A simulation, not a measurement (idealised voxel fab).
voxel trench capacitor: a process module
The width of the displayed cross-section, cut, is 185 nm; its cells are square, with a size of 5 nm.
Square cells in a grid make up a cross-section in this document, and the grid is given as bands, listed from the top down, each one or more rows of cells. It is stipulated that each band's entry specify, in nanometres, the height of the top of the band and then that of its bottom, followed by the materials of the band in left-to-right sequence, each together with its width in nanometres. A single material marked by the word "all across" is understood to fill the band from edge to edge; the word "empty" is understood to denote empty space. Basically, 0 is our baseline, since under it the wafer straight out of the box is all one material. The bottom band has no lower end and keeps on going down, so it looks like "from 0 down". Width spec "30..40" -> top row of cells at first value, bottom row at second value, equal per-row change in between. For the purposes of this document, the phrase "no alteration" attached to a step denotes that no cell within the cross-section was modified by that step. Entry "Fully closed voids". Content: empty spaces with no open connection to the top, size 8 cells or greater. Each: width x height at distance. Distance: from left edge. Unit: nm. Where a step's line continues beyond its settings, the continuation is a remark by the simulator itself on that step. For masked steps, "overlay nm" on the step line gives how far right of plan the mask actually lay; a minus sign means it lay to the left.
## The following list gives the planned process steps
1) RECEIVE,material Si
2) CONFORMAL_DEP,material SiN,thk nm 10
3) DIRECTIONAL_DEP,material aC,thk nm 15
4) PATTERN,tone open,mask id TRENCH,material resist,width nm 25,pitch nm 50,thk nm 30,overlay nm 0
5) DIRECTIONAL_ETCH,etch materials aC,depth nm 15
6) STRIP,etch materials resist
7) DIRECTIONAL_ETCH,etch materials SiN,depth nm 10
8) DIRECTIONAL_ETCH,etch materials Si,depth nm 35
9) STRIP,etch materials aC
10) CONFORMAL_DEP,material Al2O3,thk nm 5
11) CONFORMAL_DEP,material TiN,thk nm 5
12) FILL_DEP,material W,thk nm 10
13) CMP,height nm 10
## This is the cross-section of the wafer as we received it, i.e. after step 1
- from 0 down = Si all across
- Fully closed voids: none
## As-planned run: cross-section of the first of two wafers at end of module
- from 10 to 0 = SiN 55 nm  Al2O3 5 nm  TiN 5 nm  W 5 nm  TiN 5 nm  Al2O3 5 nm  SiN 25 nm  Al2O3 5 nm  TiN 5 nm  W 5 nm  TiN 5 nm  Al2O3 5 nm  SiN 55 nm
- from 0 to -25 = Si 55 nm  Al2O3 5 nm  TiN 5 nm  W 5 nm  TiN 5 nm  Al2O3 5 nm  Si 25 nm  Al2O3 5 nm  TiN 5 nm  W 5 nm  TiN 5 nm  Al2O3 5 nm  Si 55 nm
- from -25 to -30 = Si 55 nm  Al2O3 5 nm  TiN 15 nm  Al2O3 5 nm  Si 25 nm  Al2O3 5 nm  TiN 15 nm  Al2O3 5 nm  Si 55 nm
- from -30 to -35 = Si 55 nm  Al2O3 25 nm  Si 25 nm  Al2O3 25 nm  Si 55 nm
- from -35 down = Si all across
- Fully closed voids: none
## End of module, second wafer, cross-section. Started like the first, planned like the first, run with one mistake
- from 10 to 0 = W 45 nm  TiN 5 nm  Al2O3 5 nm  SiN 25 nm  Al2O3 5 nm  TiN 5 nm  W 5 nm  TiN 5 nm  Al2O3 5 nm  SiN 25 nm  Al2O3 5 nm  TiN 5 nm  W 45 nm
- from 0 to -25 = W 45 nm  TiN 5 nm  Al2O3 5 nm  Si 25 nm  Al2O3 5 nm  TiN 5 nm  W 5 nm  TiN 5 nm  Al2O3 5 nm  Si 25 nm  Al2O3 5 nm  TiN 5 nm  W 45 nm
- from -25 to -30 = TiN 50 nm  Al2O3 5 nm  Si 25 nm  Al2O3 5 nm  TiN 15 nm  Al2O3 5 nm  Si 25 nm  Al2O3 5 nm  TiN 50 nm
- from -30 to -35 = Al2O3 55 nm  Si 25 nm  Al2O3 25 nm  Si 25 nm  Al2O3 55 nm
- from -35 down = Si all across
- Fully closed voids: none
What went wrong in running the wafer? off-plan run, step 4, actual operation and settings PATTERN,tone cover,mask id TRENCH,material resist,width nm 25,pitch nm 50,thk nm 30,overlay nm 0
at the end the second wafer has, in cells: 17 more of Al2O3 | 119 fewer of Si | 34 fewer of SiN | 17 more of TiN | 119 more of W
